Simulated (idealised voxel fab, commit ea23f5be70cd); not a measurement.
Herein follows the process module entitled voxel quadruple lines.
The cross-section shown here is cut; it is 290 nm wide and divided into square cells measuring 5 nm on a side.
Square cells in a grid make up a cross-section in this document, and the grid is given as bands, listed from the top down, each one or more rows of cells. Look at the band entry: it leads with the top's height and the bottom's height in nm. Then it lists the materials left to right, with a width in nm for each. The word "full width" on a single material says that material fills the band edge to edge. The word "air" is empty space. Convention: height 0 is the level below which the wafer, as received, is all one material. The lowest band does not terminate at the bottom but continues downward, represented as "0 and below". When a width is written as two numbers, as in "30 to 40", the first number is the width in the top row of cells of the band and the second is the width in its bottom row, and the width changes by the same amount from each row to the next. "no change occurred" after a step means that no cell of the cross-section changed. Closed-off voids of 8+ cells (no open route to the top) go in "Closed void register", written width x height at distance from the left edge, in nm. If you see something after the settings on a step's line, that's the simulator's own remark about that step. overlay nm: for a step with a mask, the amount by which the mask lay right of where it was planned; a negative amount means left of it.
# So here's the lineup of process steps we planned
1,RECEIVE (material Si)
2,CONFORMAL_DEP (material SiO2; thk nm 10)
3,DIRECTIONAL_DEP (material Ru; thk nm 10)
4,DIRECTIONAL_DEP (material polySi; thk nm 15)
5,DIRECTIONAL_DEP (material aC; thk nm 20)
6,PATTERN (tone cover; mask id MANDREL; material resist; width nm 20; thk nm 25; overlay nm 0)
7,DIRECTIONAL_ETCH (etch materials aC; depth nm 20)
8,STRIP (etch materials resist)
9,CONFORMAL_DEP (material SiO2; thk nm 10)
10,DIRECTIONAL_ETCH (etch materials SiO2; depth nm 10)
11,STRIP (etch materials aC)
12,DIRECTIONAL_ETCH (etch materials polySi; depth nm 15)
13,STRIP (etch materials SiO2)
14,CONFORMAL_DEP (material SiCN; thk nm 5)
15,DIRECTIONAL_ETCH (etch materials SiCN; depth nm 5)
16,STRIP (etch materials polySi)
17,DIRECTIONAL_ETCH (etch materials Ru; depth nm 10)
18,STRIP (etch materials SiCN)
19,FILL_DEP (material SiO2; thk nm 10)
20,CMP (height nm 20)
# The first wafer of two, processed as planned
# So this is the incoming wafer in cross-section - it's already been through step 1
	0 and below  Si full width
	Closed void register: none
# Wafer xsec, post step 2
	10 down to 0  SiO2 full width
	Under 0: no change, same as before.
# Wafer xsec, post step 3
	20 down to 10  Ru full width
	Under 10: no change, same as before.
# Wafer xsec, post step 4
	35 down to 20  polySi full width
	Under 20: no change, same as before.
# Wafer xsec, post step 5
	55 down to 35  aC full width
	Under 35: no change, same as before.
# Wafer xsec, post step 6
	80 down to 55  air: 135 | resist: 20 | air: 135
	Under 55: no change, same as before.
# Wafer xsec, post step 7
	60 down to 55  air: 135 | resist: 20 | air: 135
	55 down to 35  air: 135 | aC: 20 | air: 135
	Under 35: no change, same as before.
# Wafer xsec, post step 8
	55 down to 35  air: 135 | aC: 20 | air: 135
	Under 35: no change, same as before.
# Wafer xsec, post step 9
	65 down to 55  air: 125 | SiO2: 40 | air: 125
	55 down to 45  air: 125 | SiO2: 10 | aC: 20 | SiO2: 10 | air: 125
	45 down to 35  SiO2: 135 | aC: 20 | SiO2: 135
	Under 35: no change, same as before.
# Wafer xsec, post step 10
	55 down to 35  air: 125 | SiO2: 10 | aC: 20 | SiO2: 10 | air: 125
	Under 35: no change, same as before.
# Wafer xsec, post step 11
	55 down to 35  air: 125 | SiO2: 10 | air: 20 | SiO2: 10 | air: 125
	Under 35: no change, same as before.
# Wafer xsec, post step 12
	55 down to 35  air: 125 | SiO2: 10 | air: 20 | SiO2: 10 | air: 125
	35 down to 20  air: 125 | polySi: 10 | air: 20 | polySi: 10 | air: 125
	Under 20: no change, same as before.
# Wafer xsec, post step 13
	35 down to 20  air: 125 | polySi: 10 | air: 20 | polySi: 10 | air: 125
	Under 20: no change, same as before.
# Wafer xsec, post step 14
	40 down to 35  air: 120 | SiCN: 20 | air: 10 | SiCN: 20 | air: 120
	35 down to 25  air: 120 | SiCN: 5 | polySi: 10 | SiCN: 5 | air: 10 | SiCN: 5 | polySi: 10 | SiCN: 5 | air: 120
	25 down to 20  SiCN: 125 | polySi: 10 | SiCN: 20 | polySi: 10 | SiCN: 125
	Under 20: no change, same as before.
# Wafer xsec, post step 15
	35 down to 20  air: 120 | SiCN: 5 | polySi: 10 | SiCN: 5 | air: 10 | SiCN: 5 | polySi: 10 | SiCN: 5 | air: 120
	Under 20: no change, same as before.
# Wafer xsec, post step 16
	35 down to 20  air: 120 | SiCN: 5 | air: 10 | SiCN: 5 | air: 10 | SiCN: 5 | air: 10 | SiCN: 5 | air: 120
	Under 20: no change, same as before.
# Wafer xsec, post step 17
	35 down to 20  air: 120 | SiCN: 5 | air: 10 | SiCN: 5 | air: 10 | SiCN: 5 | air: 10 | SiCN: 5 | air: 120
	20 down to 10  air: 120 | Ru: 5 | air: 10 | Ru: 5 | air: 10 | Ru: 5 | air: 10 | Ru: 5 | air: 120
	Under 10: no change, same as before.
# Wafer xsec, post step 18
	20 down to 10  air: 120 | Ru: 5 | air: 10 | Ru: 5 | air: 10 | Ru: 5 | air: 10 | Ru: 5 | air: 120
	Under 10: no change, same as before.
# Wafer xsec, post step 19
	30 down to 20  SiO2 full width
	20 down to 10  SiO2: 120 | Ru: 5 | SiO2: 10 | Ru: 5 | SiO2: 10 | Ru: 5 | SiO2: 10 | Ru: 5 | SiO2: 120
	Under 10: no change, same as before.
# Wafer xsec, post step 20
	20 down to 10  SiO2: 120 | Ru: 5 | SiO2: 10 | Ru: 5 | SiO2: 10 | Ru: 5 | SiO2: 10 | Ru: 5 | SiO2: 120
	Under 10: no change, same as before.
# Wafer two. Same start, same plan, one slip in execution. Same as wafer one through step 19, inclusive
# Second wafer shown in cross-section at the time step 20 was slated to end
	10 down to 0  SiO2 full width
	Under 0: no change, same as before.
Processing error: heads up, step 20 didn't go per plan, it actually ran as CMP (height nm 10)
Final difference in cells, second wafer against first, listed per material as more or fewer: 8 fewer of Ru; 108 fewer of SiO2
